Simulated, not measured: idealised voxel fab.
Presented below is a process module, voxel fin reveal.
The cross-section on display is named cut; it measures 210 nm wide, and its cells are 5 nm squares.
Reading order for cross-sections: top band down to bottom band. Underlying form: a grid of square cells. Band size: one or more rows of cells. Band: top height; bottom height; in nm. Then, left to right: material with width in nm, for each material. "throughout": a single material spanning edge to edge. "blank": empty space. Height datum 0, below which the as-received substrate wafer is one material. Lowest band open at the bottom, running downward: "0 -> down". The notation "30->40" denotes a width that varies across the rows of cells in the band, beginning at the first number in the top row, finishing at the second number in the bottom row, and changing by an identical amount from each row to the next. Any step labelled "no alterations made" changed none of the cells in the cross-section. Reported under the label "Enclosed internal cavities" are the empty spaces having no open way to the top and comprising 8 cells or more; the notation for each is width x height at distance, in which the distance is measured from the left edge and all three values are in nm. Read whatever lies past the settings on a step's line as the simulator's own remark about the step. A step line may carry the setting "overlay nm", which, for steps involving a mask, states the distance by which the mask lay to the right of its intended position; negative values denote displacement to the left. Layout of what follows: cross-section pairs, each bracketing one process step, the after cross-section shown only to the lowest band that changed, the step between and its settings noted under each pair. Pairs may originate in different runs of this module on the same starting wafer; a pair continues from the pair above only where its entry headed "Status quo ante" says so.

STATUS QUO ANTE
* 0 -> down | Si throughout
* Enclosed internal cavities: none

STEP OUTCOME
* 10 -> 0 | SiN throughout
* Under the height 0 nothing was changed.
* Enclosed internal cavities: none
Going from the before section above to the after section, the step was CONFORMAL_DEP (material SiN; thk nm 10)

Status quo ante: identical to the post-step cross-section of the immediately preceding pair.

STEP OUTCOME
* 25 -> 10 | aC throughout
* Under the height 10 nothing was changed.
* Enclosed internal cavities: none
Going from the before section above to the after section, the step was DIRECTIONAL_DEP (material aC; thk nm 15)

Status quo ante: identical to the post-step cross-section of the immediately preceding pair.

STEP OUTCOME
* 55 -> 25 | blank: 75, then resist: 15, then blank: 25, then resist: 15, then blank: 80
* Under the height 25 nothing was changed.
* Enclosed internal cavities: none
Going from the before section above to the after section, the step was PATTERN (tone cover; mask id FINS; material resist; width nm 15; pitch nm 40; thk nm 30; overlay nm 0)

Status quo ante: identical to the post-step cross-section of the immediately preceding pair.

STEP OUTCOME
* 40 -> 25 | blank: 75, then resist: 15, then blank: 25, then resist: 15, then blank: 80
* 25 -> 10 | blank: 75, then aC: 15, then blank: 25, then aC: 15, then blank: 80
* Under the height 10 nothing was changed.
* Enclosed internal cavities: none
Going from the before section above to the after section, the step was DIRECTIONAL_ETCH (etch materials aC; depth nm 15)

Status quo ante: identical to the post-step cross-section of the immediately preceding pair.

STEP OUTCOME
* 25 -> 10 | blank: 75, then aC: 15, then blank: 25, then aC: 15, then blank: 80
* Under the height 10 nothing was changed.
* Enclosed internal cavities: none
Going from the before section above to the after section, the step was STRIP (etch materials resist)

Status quo ante: identical to the post-step cross-section of the immediately preceding pair.

STEP OUTCOME
* 25 -> 10 | blank: 75, then aC: 15, then blank: 25, then aC: 15, then blank: 80
* 10 -> 0 | blank: 75, then SiN: 15, then blank: 25, then SiN: 15, then blank: 80
* Under the height 0 nothing was changed.
* Enclosed internal cavities: none
Going from the before section above to the after section, the step was DIRECTIONAL_ETCH (etch materials SiN; depth nm 10)

Status quo ante: identical to the post-step cross-section of the immediately preceding pair.

STEP OUTCOME
* 25 -> 10 | blank: 75, then aC: 15, then blank: 25, then aC: 15, then blank: 80
* 10 -> 0 | blank: 75, then SiN: 15, then blank: 25, then SiN: 15, then blank: 80
* 0 -> -30 | blank: 75, then Si: 15, then blank: 25, then Si: 15, then blank: 80
* Under the height -30 nothing was changed.
* Enclosed internal cavities: none
Going from the before section above to the after section, the step was DIRECTIONAL_ETCH (etch materials Si; depth nm 30)

Status quo ante: identical to the post-step cross-section of the immediately preceding pair.

STEP OUTCOME
* 10 -> 0 | blank: 75, then SiN: 15, then blank: 25, then SiN: 15, then blank: 80
* Under the height 0 nothing was changed.
* Enclosed internal cavities: none
Going from the before section above to the after section, the step was STRIP (etch materials aC)

Status quo ante: identical to the post-step cross-section of the immediately preceding pair.

STEP OUTCOME
* 25 -> 10 | SiO2 throughout
* 10 -> 0 | SiO2: 75, then SiN: 15, then SiO2: 25, then SiN: 15, then SiO2: 80
* 0 -> -30 | SiO2: 75, then Si: 15, then SiO2: 25, then Si: 15, then SiO2: 80
* Under the height -30 nothing was changed.
* Enclosed internal cavities: none
Going from the before section above to the after section, the step was FILL_DEP (material SiO2; thk nm 15)

Status quo ante: identical to the post-step cross-section of the immediately preceding pair.

STEP OUTCOME
* 10 -> 0 | SiO2: 75, then SiN: 15, then SiO2: 25, then SiN: 15, then SiO2: 80
* Under the height 0 nothing was changed.
* Enclosed internal cavities: none
Going from the before section above to the after section, the step was CMP (height nm 10)

Status quo ante: identical to the post-step cross-section of the immediately preceding pair.

STEP OUTCOME
* 10 -> 0 | blank: 75, then SiN: 15, then blank: 25, then SiN: 15, then blank: 80
* 0 -> -20 | blank: 75, then Si: 15, then blank: 25, then Si: 15, then blank: 80
* Under the height -20 nothing was changed.
* Enclosed internal cavities: none
Going from the before section above to the after section, the step was SELECTIVE_ETCH (etch materials SiO2; depth nm 30)

Status quo ante: identical to the post-step cross-section of the immediately preceding pair.

STEP OUTCOME
* 0 -> -20 | blank: 75, then Si: 15, then blank: 25, then Si: 15, then blank: 80
* Under the height -20 nothing was changed.
* Enclosed internal cavities: none
Going from the before section above to the after section, the step was STRIP (etch materials SiN)

Status quo ante: identical to the post-step cross-section of the immediately preceding pair.

STEP OUTCOME
* 5 -> 0 | blank: 70, then HfO2: 25, then blank: 15, then HfO2: 25, then blank: 75
* 0 -> -15 | blank: 70, then HfO2: 5, then Si: 15, then HfO2: 5, then blank: 15, then HfO2: 5, then Si: 15, then HfO2: 5, then blank: 75
* -15 -> -20 | HfO2: 75, then Si: 15, then HfO2: 25, then Si: 15, then HfO2: 80
* Under the height -20 nothing was changed.
* Enclosed internal cavities: none
Going from the before section above to the after section, the step was CONFORMAL_DEP (material HfO2; thk nm 5)

STATUS QUO ANTE
* 25 -> 10 | blank: 75, then aC: 15, then blank: 25, then aC: 15, then blank: 80
* 10 -> 0 | blank: 75, then SiN: 15, then blank: 25, then SiN: 15, then blank: 80
* 0 -> -30 | blank: 75, then Si: 15, then blank: 25, then Si: 15, then blank: 80
* -30 -> down | Si throughout
* Enclosed internal cavities: none

STEP OUTCOME
* 25 -> 10 | blank: 75, then aC: 15, then blank: 25, then aC: 15, then blank: 80
* 10 -> 0 | blank: 75, then SiN: 15, then blank: 25, then SiN: 15, then blank: 80
* 0 -> -60 | blank: 75, then Si: 15, then blank: 25, then Si: 15, then blank: 80
* Under the height -60 nothing was changed.
* Enclosed internal cavities: none
Going from the before section above to the after section, the step was DIRECTIONAL_ETCH (etch materials Si; depth nm 30)

Status quo ante: identical to the post-step cross-section of the immediately preceding pair.

STEP OUTCOME
* 10 -> 0 | blank: 75, then SiN: 15, then blank: 25, then SiN: 15, then blank: 80
* Under the height 0 nothing was changed.
* Enclosed internal cavities: none
Going from the before section above to the after section, the step was STRIP (etch materials aC)

Status quo ante: identical to the post-step cross-section of the immediately preceding pair.

STEP OUTCOME
* 25 -> 10 | SiO2 throughout
* 10 -> 0 | SiO2: 75, then SiN: 15, then SiO2: 25, then SiN: 15, then SiO2: 80
* 0 -> -60 | SiO2: 75, then Si: 15, then SiO2: 25, then Si: 15, then SiO2: 80
* Under the height -60 nothing was changed.
* Enclosed internal cavities: none
Going from the before section above to the after section, the step was FILL_DEP (material SiO2; thk nm 15)

Status quo ante: identical to the post-step cross-section of the immediately preceding pair.

STEP OUTCOME
* 10 -> 0 | SiO2: 75, then SiN: 15, then SiO2: 25, then SiN: 15, then SiO2: 80
* Under the height 0 nothing was changed.
* Enclosed internal cavities: none
Going from the before section above to the after section, the step was CMP (height nm 10)

Status quo ante: identical to the post-step cross-section of the immediately preceding pair.

STEP OUTCOME
* 10 -> 0 | blank: 75, then SiN: 15, then blank: 25, then SiN: 15, then blank: 80
* 0 -> -20 | blank: 75, then Si: 15, then blank: 25, then Si: 15, then blank: 80
* Under the height -20 nothing was changed.
* Enclosed internal cavities: none
Going from the before section above to the after section, the step was SELECTIVE_ETCH (etch materials SiO2; depth nm 30)

Status quo ante: identical to the post-step cross-section of the immediately preceding pair.

STEP OUTCOME
* 0 -> -20 | blank: 75, then Si: 15, then blank: 25, then Si: 15, then blank: 80
* Under the height -20 nothing was changed.
* Enclosed internal cavities: none
Going from the before section above to the after section, the step was STRIP (etch materials SiN)

Status quo ante: identical to the post-step cross-section of the immediately preceding pair.

STEP OUTCOME
* 5 -> 0 | blank: 70, then HfO2: 25, then blank: 15, then HfO2: 25, then blank: 75
* 0 -> -15 | blank: 70, then HfO2: 5, then Si: 15, then HfO2: 5, then blank: 15, then HfO2: 5, then Si: 15, then HfO2: 5, then blank: 75
* -15 -> -20 | HfO2: 75, then Si: 15, then HfO2: 25, then Si: 15, then HfO2: 80
* Under the height -20 nothing was changed.
* Enclosed internal cavities: none
Going from the before section above to the after section, the step was CONFORMAL_DEP (material HfO2; thk nm 5)

STATUS QUO ANTE
* 10 -> 0 | SiO2: 75, then SiN: 15, then SiO2: 25, then SiN: 15, then SiO2: 80
* 0 -> -30 | SiO2: 75, then Si: 15, then SiO2: 25, then Si: 15, then SiO2: 80
* -30 -> down | Si throughout
* Enclosed internal cavities: none

STEP OUTCOME
* 10 -> 0 | SiO2: 75, then blank: 15, then SiO2: 25, then blank: 15, then SiO2: 80
* Under the height 0 nothing was changed.
* Enclosed internal cavities: none
Going from the before section above to the after section, the step was STRIP (etch materials SiN)

Status quo ante: identical to the post-step cross-section of the immediately preceding pair.

STEP OUTCOME
* 0 -> -20 | blank: 75, then Si: 15, then blank: 25, then Si: 15, then blank: 80
* -20 -> -30 | SiO2: 45, then blank: 30, then Si: 15, then blank: 25, then Si: 15, then blank: 30, then SiO2: 50
* Under the height -30 nothing was changed.
* Enclosed internal cavities: none
Going from the before section above to the after section, the step was SELECTIVE_ETCH (etch materials SiO2; depth nm 30)

Status quo ante: identical to the post-step cross-section of the immediately preceding pair.

STEP OUTCOME
* 5 -> 0 | blank: 70, then HfO2: 25, then blank: 15, then HfO2: 25, then blank: 75
* 0 -> -15 | blank: 70, then HfO2: 5, then Si: 15, then HfO2: 5, then blank: 15, then HfO2: 5, then Si: 15, then HfO2: 5, then blank: 75
* -15 -> -20 | HfO2: 50, then blank: 20, then HfO2: 5, then Si: 15, then HfO2: 5, then blank: 15, then HfO2: 5, then Si: 15, then HfO2: 5, then blank: 20, then HfO2: 55
* -20 -> -25 | SiO2: 45, then HfO2: 5, then blank: 20, then HfO2: 5, then Si: 15, then HfO2: 5, then blank: 15, then HfO2: 5, then Si: 15, then HfO2: 5, then blank: 20, then HfO2: 5, then SiO2: 50
* -25 -> -30 | SiO2: 45, then HfO2: 30, then Si: 15, then HfO2: 25, then Si: 15, then HfO2: 30, then SiO2: 50
* Under the height -30 nothing was changed.
* Enclosed internal cavities: none
Going from the before section above to the after section, the step was CONFORMAL_DEP (material HfO2; thk nm 5)

STATUS QUO ANTE
* 25 -> 10 | blank: 75, then aC: 15, then blank: 25, then aC: 15, then blank: 80
* 10 -> 0 | blank: 75, then SiN: 15, then blank: 25, then SiN: 15, then blank: 80
* 0 -> down | Si throughout
* Enclosed internal cavities: none

STEP OUTCOME
* 25 -> 10 | blank: 75, then aC: 15, then blank: 25, then aC: 15, then blank: 80
* 10 -> 0 | blank: 75, then SiN: 15, then blank: 25, then SiN: 15, then blank: 80
* 0 -> -35 | blank: 75, then Si: 15, then blank: 25, then Si: 15, then blank: 80
* Under the height -35 nothing was changed.
* Enclosed internal cavities: none
Going from the before section above to the after section, the step was DIRECTIONAL_ETCH (etch materials Si; depth nm 35)

Status quo ante: identical to the post-step cross-section of the immediately preceding pair.

STEP OUTCOME
* 10 -> 0 | blank: 75, then SiN: 15, then blank: 25, then SiN: 15, then blank: 80
* Under the height 0 nothing was changed.
* Enclosed internal cavities: none
Going from the before section above to the after section, the step was STRIP (etch materials aC)

Status quo ante: identical to the post-step cross-section of the immediately preceding pair.

STEP OUTCOME
* 25 -> 10 | SiO2 throughout
* 10 -> 0 | SiO2: 75, then SiN: 15, then SiO2: 25, then SiN: 15, then SiO2: 80
* 0 -> -35 | SiO2: 75, then Si: 15, then SiO2: 25, then Si: 15, then SiO2: 80
* Under the height -35 nothing was changed.
* Enclosed internal cavities: none
Going from the before section above to the after section, the step was FILL_DEP (material SiO2; thk nm 15)

Status quo ante: identical to the post-step cross-section of the immediately preceding pair.

STEP OUTCOME
* 10 -> 0 | SiO2: 75, then SiN: 15, then SiO2: 25, then SiN: 15, then SiO2: 80
* Under the height 0 nothing was changed.
* Enclosed internal cavities: none
Going from the before section above to the after section, the step was CMP (height nm 10)

Status quo ante: identical to the post-step cross-section of the immediately preceding pair.

STEP OUTCOME
* 10 -> 0 | blank: 75, then SiN: 15, then blank: 25, then SiN: 15, then blank: 80
* 0 -> -20 | blank: 75, then Si: 15, then blank: 25, then Si: 15, then blank: 80
* Under the height -20 nothing was changed.
* Enclosed internal cavities: none
Going from the before section above to the after section, the step was SELECTIVE_ETCH (etch materials SiO2; depth nm 30)

Status quo ante: identical to the post-step cross-section of the immediately preceding pair.

STEP OUTCOME
* 0 -> -20 | blank: 75, then Si: 15, then blank: 25, then Si: 15, then blank: 80
* Under the height -20 nothing was changed.
* Enclosed internal cavities: none
Going from the before section above to the after section, the step was STRIP (etch materials SiN)

Status quo ante: identical to the post-step cross-section of the immediately preceding pair.

STEP OUTCOME
* 5 -> 0 | blank: 70, then HfO2: 25, then blank: 15, then HfO2: 25, then blank: 75
* 0 -> -15 | blank: 70, then HfO2: 5, then Si: 15, then HfO2: 5, then blank: 15, then HfO2: 5, then Si: 15, then HfO2: 5, then blank: 75
* -15 -> -20 | HfO2: 75, then Si: 15, then HfO2: 25, then Si: 15, then HfO2: 80
* Under the height -20 nothing was changed.
* Enclosed internal cavities: none
Going from the before section above to the after section, the step was CONFORMAL_DEP (material HfO2; thk nm 5)

STATUS QUO ANTE
* 25 -> 10 | aC throughout
* 10 -> 0 | SiN throughout
* 0 -> down | Si throughout
* Enclosed internal cavities: none

STEP OUTCOME
* 55 -> 25 | blank: 75, then resist: 20, then blank: 20, then resist: 20, then blank: 75
* Under the height 25 nothing was changed.
* Enclosed internal cavities: none
Going from the before section above to the after section, the step was PATTERN (tone cover; mask id FINS; material resist; width nm 20; pitch nm 40; thk nm 30; overlay nm 0)

Status quo ante: identical to the post-step cross-section of the immediately preceding pair.

STEP OUTCOME
* 40 -> 25 | blank: 75, then resist: 20, then blank: 20, then resist: 20, then blank: 75
* 25 -> 10 | blank: 75, then aC: 20, then blank: 20, then aC: 20, then blank: 75
* Under the height 10 nothing was changed.
* Enclosed internal cavities: none
Going from the before section above to the after section, the step was DIRECTIONAL_ETCH (etch materials aC; depth nm 15)

Status quo ante: identical to the post-step cross-section of the immediately preceding pair.

STEP OUTCOME
* 25 -> 10 | blank: 75, then aC: 20, then blank: 20, then aC: 20, then blank: 75
* Under the height 10 nothing was changed.
* Enclosed internal cavities: none
Going from the before section above to the after section, the step was STRIP (etch materials resist)

Status quo ante: identical to the post-step cross-section of the immediately preceding pair.

STEP OUTCOME
* 25 -> 10 | blank: 75, then aC: 20, then blank: 20, then aC: 20, then blank: 75
* 10 -> 0 | blank: 75, then SiN: 20, then blank: 20, then SiN: 20, then blank: 75
* Under the height 0 nothing was changed.
* Enclosed internal cavities: none
Going from the before section above to the after section, the step was DIRECTIONAL_ETCH (etch materials SiN; depth nm 10)

Status quo ante: identical to the post-step cross-section of the immediately preceding pair.

STEP OUTCOME
* 25 -> 10 | blank: 75, then aC: 20, then blank: 20, then aC: 20, then blank: 75
* 10 -> 0 | blank: 75, then SiN: 20, then blank: 20, then SiN: 20, then blank: 75
* 0 -> -30 | blank: 75, then Si: 20, then blank: 20, then Si: 20, then blank: 75
* Under the height -30 nothing was changed.
* Enclosed internal cavities: none
Going from the before section above to the after section, the step was DIRECTIONAL_ETCH (etch materials Si; depth nm 30)

Status quo ante: identical to the post-step cross-section of the immediately preceding pair.

STEP OUTCOME
* 10 -> 0 | blank: 75, then SiN: 20, then blank: 20, then SiN: 20, then blank: 75
* Under the height 0 nothing was changed.
* Enclosed internal cavities: none
Going from the before section above to the after section, the step was STRIP (etch materials aC)

Status quo ante: identical to the post-step cross-section of the immediately preceding pair.

STEP OUTCOME
* 25 -> 10 | SiO2 throughout
* 10 -> 0 | SiO2: 75, then SiN: 20, then SiO2: 20, then SiN: 20, then SiO2: 75
* 0 -> -30 | SiO2: 75, then Si: 20, then SiO2: 20, then Si: 20, then SiO2: 75
* Under the height -30 nothing was changed.
* Enclosed internal cavities: none
Going from the before section above to the after section, the step was FILL_DEP (material SiO2; thk nm 15)

Status quo ante: identical to the post-step cross-section of the immediately preceding pair.

STEP OUTCOME
* 10 -> 0 | SiO2: 75, then SiN: 20, then SiO2: 20, then SiN: 20, then SiO2: 75
* Under the height 0 nothing was changed.
* Enclosed internal cavities: none
Going from the before section above to the after section, the step was CMP (height nm 10)

Status quo ante: identical to the post-step cross-section of the immediately preceding pair.

STEP OUTCOME
* 10 -> 0 | blank: 75, then SiN: 20, then blank: 20, then SiN: 20, then blank: 75
* 0 -> -20 | blank: 75, then Si: 20, then blank: 20, then Si: 20, then blank: 75
* Under the height -20 nothing was changed.
* Enclosed internal cavities: none
Going from the before section above to the after section, the step was SELECTIVE_ETCH (etch materials SiO2; depth nm 30)

Status quo ante: identical to the post-step cross-section of the immediately preceding pair.

STEP OUTCOME
* 0 -> -20 | blank: 75, then Si: 20, then blank: 20, then Si: 20, then blank: 75
* Under the height -20 nothing was changed.
* Enclosed internal cavities: none
Going from the before section above to the after section, the step was STRIP (etch materials SiN)

Status quo ante: identical to the post-step cross-section of the immediately preceding pair.

STEP OUTCOME
* 5 -> 0 | blank: 70, then HfO2: 30, then blank: 10, then HfO2: 30, then blank: 70
* 0 -> -15 | blank: 70, then HfO2: 5, then Si: 20, then HfO2: 5, then blank: 10, then HfO2: 5, then Si: 20, then HfO2: 5, then blank: 70
* -15 -> -20 | HfO2: 75, then Si: 20, then HfO2: 20, then Si: 20, then HfO2: 75
* Under the height -20 nothing was changed.
* Enclosed internal cavities: none
Going from the before section above to the after section, the step was CONFORMAL_DEP (material HfO2; thk nm 5)

STATUS QUO ANTE
* 25 -> 10 | aC throughout
* 10 -> 0 | SiN throughout
* 0 -> down | Si throughout
* Enclosed internal cavities: none

STEP OUTCOME
* 55 -> 25 | blank: 65, then resist: 15, then blank: 25, then resist: 15, then blank: 90
* Under the height 25 nothing was changed.
* Enclosed internal cavities: none
Going from the before section above to the after section, the step was PATTERN (tone cover; mask id FINS; material resist; width nm 15; pitch nm 40; thk nm 30; overlay nm -10)

Status quo ante: identical to the post-step cross-section of the immediately preceding pair.

STEP OUTCOME
* 40 -> 25 | blank: 65, then resist: 15, then blank: 25, then resist: 15, then blank: 90
* 25 -> 10 | blank: 65, then aC: 15, then blank: 25, then aC: 15, then blank: 90
* Under the height 10 nothing was changed.
* Enclosed internal cavities: none
Going from the before section above to the after section, the step was DIRECTIONAL_ETCH (etch materials aC; depth nm 15)

Status quo ante: identical to the post-step cross-section of the immediately preceding pair.

STEP OUTCOME
* 25 -> 10 | blank: 65, then aC: 15, then blank: 25, then aC: 15, then blank: 90
* Under the height 10 nothing was changed.
* Enclosed internal cavities: none
Going from the before section above to the after section, the step was STRIP (etch materials resist)

Status quo ante: identical to the post-step cross-section of the immediately preceding pair.

STEP OUTCOME
* 25 -> 10 | blank: 65, then aC: 15, then blank: 25, then aC: 15, then blank: 90
* 10 -> 0 | blank: 65, then SiN: 15, then blank: 25, then SiN: 15, then blank: 90
* Under the height 0 nothing was changed.
* Enclosed internal cavities: none
Going from the before section above to the after section, the step was DIRECTIONAL_ETCH (etch materials SiN; depth nm 10)

Status quo ante: identical to the post-step cross-section of the immediately preceding pair.

STEP OUTCOME
* 25 -> 10 | blank: 65, then aC: 15, then blank: 25, then aC: 15, then blank: 90
* 10 -> 0 | blank: 65, then SiN: 15, then blank: 25, then SiN: 15, then blank: 90
* 0 -> -30 | blank: 65, then Si: 15, then blank: 25, then Si: 15, then blank: 90
* Under the height -30 nothing was changed.
* Enclosed internal cavities: none
Going from the before section above to the after section, the step was DIRECTIONAL_ETCH (etch materials Si; depth nm 30)

Status quo ante: identical to the post-step cross-section of the immediately preceding pair.

STEP OUTCOME
* 10 -> 0 | blank: 65, then SiN: 15, then blank: 25, then SiN: 15, then blank: 90
* Under the height 0 nothing was changed.
* Enclosed internal cavities: none
Going from the before section above to the after section, the step was STRIP (etch materials aC)

Status quo ante: identical to the post-step cross-section of the immediately preceding pair.

STEP OUTCOME
* 25 -> 10 | SiO2 throughout
* 10 -> 0 | SiO2: 65, then SiN: 15, then SiO2: 25, then SiN: 15, then SiO2: 90
* 0 -> -30 | SiO2: 65, then Si: 15, then SiO2: 25, then Si: 15, then SiO2: 90
* Under the height -30 nothing was changed.
* Enclosed internal cavities: none
Going from the before section above to the after section, the step was FILL_DEP (material SiO2; thk nm 15)

Status quo ante: identical to the post-step cross-section of the immediately preceding pair.

STEP OUTCOME
* 10 -> 0 | SiO2: 65, then SiN: 15, then SiO2: 25, then SiN: 15, then SiO2: 90
* Under the height 0 nothing was changed.
* Enclosed internal cavities: none
Going from the before section above to the after section, the step was CMP (height nm 10)

Status quo ante: identical to the post-step cross-section of the immediately preceding pair.

STEP OUTCOME
* 10 -> 0 | blank: 65, then SiN: 15, then blank: 25, then SiN: 15, then blank: 90
* 0 -> -20 | blank: 65, then Si: 15, then blank: 25, then Si: 15, then blank: 90
* Under the height -20 nothing was changed.
* Enclosed internal cavities: none
Going from the before section above to the after section, the step was SELECTIVE_ETCH (etch materials SiO2; depth nm 30)

Status quo ante: identical to the post-step cross-section of the immediately preceding pair.

STEP OUTCOME
* 0 -> -20 | blank: 65, then Si: 15, then blank: 25, then Si: 15, then blank: 90
* Under the height -20 nothing was changed.
* Enclosed internal cavities: none
Going from the before section above to the after section, the step was STRIP (etch materials SiN)

Status quo ante: identical to the post-step cross-section of the immediately preceding pair.

STEP OUTCOME
* 5 -> 0 | blank: 60, then HfO2: 25, then blank: 15, then HfO2: 25, then blank: 85
* 0 -> -15 | blank: 60, then HfO2: 5, then Si: 15, then HfO2: 5, then blank: 15, then HfO2: 5, then Si: 15, then HfO2: 5, then blank: 85
* -15 -> -20 | HfO2: 65, then Si: 15, then HfO2: 25, then Si: 15, then HfO2: 90
* Under the height -20 nothing was changed.
* Enclosed internal cavities: none
Going from the before section above to the after section, the step was CONFORMAL_DEP (material HfO2; thk nm 5)

STATUS QUO ANTE
* 0 -> -20 | blank: 75, then Si: 15, then blank: 25, then Si: 15, then blank: 80
* -20 -> -30 | SiO2: 75, then Si: 15, then SiO2: 25, then Si: 15, then SiO2: 80
* -30 -> down | Si throughout
* Enclosed internal cavities: none

STEP OUTCOME
* 5 -> 0 | blank: 70, then aC: 25, then blank: 15, then aC: 25, then blank: 75
* 0 -> -15 | blank: 70, then aC: 5, then Si: 15, then aC: 5, then blank: 15, then aC: 5, then Si: 15, then aC: 5, then blank: 75
* -15 -> -20 | aC: 75, then Si: 15, then aC: 25, then Si: 15, then aC: 80
* Under the height -20 nothing was changed.
* Enclosed internal cavities: none
Going from the before section above to the after section, the step was CONFORMAL_DEP (material aC; thk nm 5)

STATUS QUO ANTE
* 25 -> 10 | aC throughout
* 10 -> 0 | SiN throughout
* 0 -> down | Si throughout
* Enclosed internal cavities: none

STEP OUTCOME
* 55 -> 25 | resist: 75, then blank: 15, then resist: 25, then blank: 15, then resist: 80
* Under the height 25 nothing was changed.
* Enclosed internal cavities: none
Going from the before section above to the after section, the step was PATTERN (tone open; mask id FINS; material resist; width nm 15; pitch nm 40; thk nm 30; overlay nm 0)

Status quo ante: identical to the post-step cross-section of the immediately preceding pair.

STEP OUTCOME
* 40 -> 25 | resist: 75, then blank: 15, then resist: 25, then blank: 15, then resist: 80
* 25 -> 10 | aC: 75, then blank: 15, then aC: 25, then blank: 15, then aC: 80
* Under the height 10 nothing was changed.
* Enclosed internal cavities: none
Going from the before section above to the after section, the step was DIRECTIONAL_ETCH (etch materials aC; depth nm 15)

Status quo ante: identical to the post-step cross-section of the immediately preceding pair.

STEP OUTCOME
* 25 -> 10 | aC: 75, then blank: 15, then aC: 25, then blank: 15, then aC: 80
* Under the height 10 nothing was changed.
* Enclosed internal cavities: none
Going from the before section above to the after section, the step was STRIP (etch materials resist)

Status quo ante: identical to the post-step cross-section of the immediately preceding pair.

STEP OUTCOME
* 25 -> 10 | aC: 75, then blank: 15, then aC: 25, then blank: 15, then aC: 80
* 10 -> 0 | SiN: 75, then blank: 15, then SiN: 25, then blank: 15, then SiN: 80
* Under the height 0 nothing was changed.
* Enclosed internal cavities: none
Going from the before section above to the after section, the step was DIRECTIONAL_ETCH (etch materials SiN; depth nm 10)

Status quo ante: identical to the post-step cross-section of the immediately preceding pair.

STEP OUTCOME
* 25 -> 10 | aC: 75, then blank: 15, then aC: 25, then blank: 15, then aC: 80
* 10 -> 0 | SiN: 75, then blank: 15, then SiN: 25, then blank: 15, then SiN: 80
* 0 -> -30 | Si: 75, then blank: 15, then Si: 25, then blank: 15, then Si: 80
* Under the height -30 nothing was changed.
* Enclosed internal cavities: none
Going from the before section above to the after section, the step was DIRECTIONAL_ETCH (etch materials Si; depth nm 30)

Status quo ante: identical to the post-step cross-section of the immediately preceding pair.

STEP OUTCOME
* 10 -> 0 | SiN: 75, then blank: 15, then SiN: 25, then blank: 15, then SiN: 80
* Under the height 0 nothing was changed.
* Enclosed internal cavities: none
Going from the before section above to the after section, the step was STRIP (etch materials aC)

Status quo ante: identical to the post-step cross-section of the immediately preceding pair.

STEP OUTCOME
* 25 -> 10 | SiO2 throughout
* 10 -> 0 | SiN: 75, then SiO2: 15, then SiN: 25, then SiO2: 15, then SiN: 80
* 0 -> -30 | Si: 75, then SiO2: 15, then Si: 25, then SiO2: 15, then Si: 80
* Under the height -30 nothing was changed.
* Enclosed internal cavities: none
Going from the before section above to the after section, the step was FILL_DEP (material SiO2; thk nm 15)

Status quo ante: identical to the post-step cross-section of the immediately preceding pair.

STEP OUTCOME
* 10 -> 0 | SiN: 75, then SiO2: 15, then SiN: 25, then SiO2: 15, then SiN: 80
* Under the height 0 nothing was changed.
* Enclosed internal cavities: none
Going from the before section above to the after section, the step was CMP (height nm 10)

Status quo ante: identical to the post-step cross-section of the immediately preceding pair.

STEP OUTCOME
* 10 -> 0 | SiN: 75, then blank: 15, then SiN: 25, then blank: 15, then SiN: 80
* 0 -> -20 | Si: 75, then blank: 15, then Si: 25, then blank: 15, then Si: 80
* Under the height -20 nothing was changed.
* Enclosed internal cavities: none
Going from the before section above to the after section, the step was SELECTIVE_ETCH (etch materials SiO2; depth nm 30)

Status quo ante: identical to the post-step cross-section of the immediately preceding pair.

STEP OUTCOME
* 0 -> -20 | Si: 75, then blank: 15, then Si: 25, then blank: 15, then Si: 80
* Under the height -20 nothing was changed.
* Enclosed internal cavities: none
Going from the before section above to the after section, the step was STRIP (etch materials SiN)

Status quo ante: identical to the post-step cross-section of the immediately preceding pair.

STEP OUTCOME
* 5 -> 0 | HfO2: 80, then blank: 5, then HfO2: 35, then blank: 5, then HfO2: 85
* 0 -> -15 | Si: 75, then HfO2: 5, then blank: 5, then HfO2: 5, then Si: 25, then HfO2: 5, then blank: 5, then HfO2: 5, then Si: 80
* -15 -> -20 | Si: 75, then HfO2: 15, then Si: 25, then HfO2: 15, then Si: 80
* Under the height -20 nothing was changed.
* Enclosed internal cavities: none
Going from the before section above to the after section, the step was CONFORMAL_DEP (material HfO2; thk nm 5)
